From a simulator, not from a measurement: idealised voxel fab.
process module | voxel ribs on slabs
cross-section cut | 165 nm wide | cells 5 nm
A cross-section is a grid of square cells, given in bands from the top down. A band is one or more rows of cells.
Each band's line starts with the height of the band's top and of its bottom, in nm. Then come its materials from left to right, each with its width in nm. One material with "throughout" fills the band from edge to edge. "air" is empty space.
Height 0 is the level under which the wafer as received is all one material. The lowest band goes on downwards, as in "0 down".
A width such as "30 to 40" changes by the same amount from each row of cells to the next, from the band's top row to its bottom row.
"no change" after a step means that no cell of the cross-section changed.
closed voids: empty space of 8 cells or more with no open way to the top, each as width x height at its distance from the left edge, in nm
after a step's settings: what the simulator itself notes on the step
overlay nm, on a step with a mask: how far to the right of its planned place the mask lay; to the left if negative
plan
1 op RECEIVE | material Si
2 op DIRECTIONAL_DEP | material SiO2 | thk nm 30
3 op DIRECTIONAL_DEP | material polySi | thk nm 20
4 op MASKED_ETCH | tone cover | mask id RIB | width nm 30 | etch materials polySi | depth nm 15 | overlay nm 0
5 op MASKED_ETCH | tone cover | mask id SLAB | width nm 70 | etch materials polySi | depth nm 5 | overlay nm 0
6 op FILL_DEP | material SiO2 | thk nm 20
7 op CMP | height nm 60
8 op DIRECTIONAL_DEP | material W | thk nm 5
9 op PATTERN | tone cover | mask id HEATER | material resist | width nm 40 | thk nm 20 | overlay nm -15
10 op DIRECTIONAL_ETCH | etch materials W | depth nm 5
11 op STRIP | etch materials resist
12 op CONFORMAL_DEP | material SiO2 | thk nm 5
varied across the wafers: overlay nm of step 9. The plan shows the first wafer's value. All wafers start alike
first wafer as received, after step 1
  0 down: Si throughout
  closed voids: none
each wafer at the end: cells of each material gained (+) or lost (-) since it was received, then its closed voids
overlay nm -15 | +399 SiO2 | +8 W | +32 polySi | closed voids: none
overlay nm -10 | +399 SiO2 | +8 W | +32 polySi | closed voids: none
overlay nm -5 | +399 SiO2 | +8 W | +32 polySi | closed voids: none
overlay nm 0 | +399 SiO2 | +8 W | +32 polySi | closed voids: none
overlay nm 5 | +399 SiO2 | +8 W | +32 polySi | closed voids: none
overlay nm 10 | +399 SiO2 | +8 W | +32 polySi | closed voids: none
overlay nm 15 | +399 SiO2 | +8 W | +32 polySi | closed voids: none
